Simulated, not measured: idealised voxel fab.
Presented below is a process module, voxel self aligned vias.
This is section cut - it's 280 nm across, gridded in 5 nm square cells.
In what follows, cross-sections appear as grids of square cells, described through bands that run from the top down, where every band is one or more rows of cells. Per band: top height and bottom height in nm, followed by the left-to-right materials and their widths in nm; "all across" marks a single material spanning edge to edge, "empty" marks empty space. Convention: height 0 is the level below which the wafer, as received, is all one material. The lowest band does not terminate at the bottom but continues downward, represented as "0 nm and below". A width given as "30..40" starts at the first number in the band's top row and ends at the second number in its bottom row, shifting by an equal amount at every step from row to row. Step marked "nothing got changed"? Then no cell in the cross-section changed in it. Under "Enclosed internal voids" you'll find the enclosed gaps, the ones with no way out to the top, that are 8 cells or bigger; each reads width x height at distance, with distance counted from the left edge, everything in nm. Heads up: the bit after the settings on a step's line is the simulator's remark on that step. What "overlay nm" on a step's line means: if the step has a mask, that mask lay this far to the right of its planned place, or, when the value is negative, to the left.
THE FOLLOWING LIST GIVES THE PLANNED PROCESS STEPS
1) RECEIVE: material Si
2) CONFORMAL_DEP: material SiO2, thk nm 5
3) CONFORMAL_DEP: material SiCN, thk nm 5
4) DIRECTIONAL_DEP: material lowk, thk nm 30
5) MASKED_ETCH: tone open, mask id LINES, width nm 30, pitch nm 75, etch materials lowk, depth nm 30, overlay nm 0
6) CONFORMAL_DEP: material TiN, thk nm 5
7) FILL_DEP: material W, thk nm 10
8) CMP: height nm 50
9) SELECTIVE_ETCH: etch materials W Ru TiN, depth nm 10
10) FILL_DEP: material SiN, thk nm 10
11) CMP: height nm 50
12) DIRECTIONAL_DEP: material lowk, thk nm 20
13) MASKED_ETCH: tone open, mask id VIAS, width nm 50, etch materials lowk, depth nm 20, overlay nm 0
14) MASKED_ETCH: tone open, mask id VIAS, width nm 50, etch materials SiN, depth nm 10, overlay nm 0
15) CONFORMAL_DEP: material TiN, thk nm 5
16) FILL_DEP: material Ru, thk nm 5
17) CMP: height nm 70
18) CONFORMAL_DEP: material SiN, thk nm 5
Wafers differ in thk nm at step 2; plan lists the first wafer's value; identical starting state.
CROSS-SECTION OF THE FIRST OF SEVERAL WAFERS ON RECEIPT, REFLECTING COMPLETION OF STEP 1
	0 nm and below  Si all across
	Enclosed internal voids: none
BASICALLY EACH WAFER GETS A LINE IN THE TABLE, SHOWING IT AT THE END OF THE MODULE: MATERIAL BY MATERIAL, THE CELLS IT GAINED (+) OR LOST (-) SINCE WE GOT IT, THEN ITS CLOSED VOIDS
thk nm 5; +40 Ru; +56 SiCN; +148 SiN; +56 SiO2; +52 TiN; +40 W; +448 lowk; Enclosed internal voids: none
thk nm 10; +36 Ru; +56 SiCN; +108 SiN; +112 SiO2; +48 TiN; +32 W; +448 lowk; Enclosed internal voids: none
thk nm 15; +32 Ru; +56 SiCN; +68 SiN; +168 SiO2; +44 TiN; +24 W; +448 lowk; Enclosed internal voids: none
thk nm 20; +32 Ru; +56 SiCN; +68 SiN; +224 SiO2; +40 TiN; +16 W; +404 lowk; Enclosed internal voids: none
thk nm 25; +32 Ru; +56 SiCN; +68 SiN; +280 SiO2; +36 TiN; +8 W; +360 lowk; Enclosed internal voids: none
thk nm 30; +32 Ru; +56 SiCN; +68 SiN; +336 SiO2; +32 TiN; +316 lowk; Enclosed internal voids: none
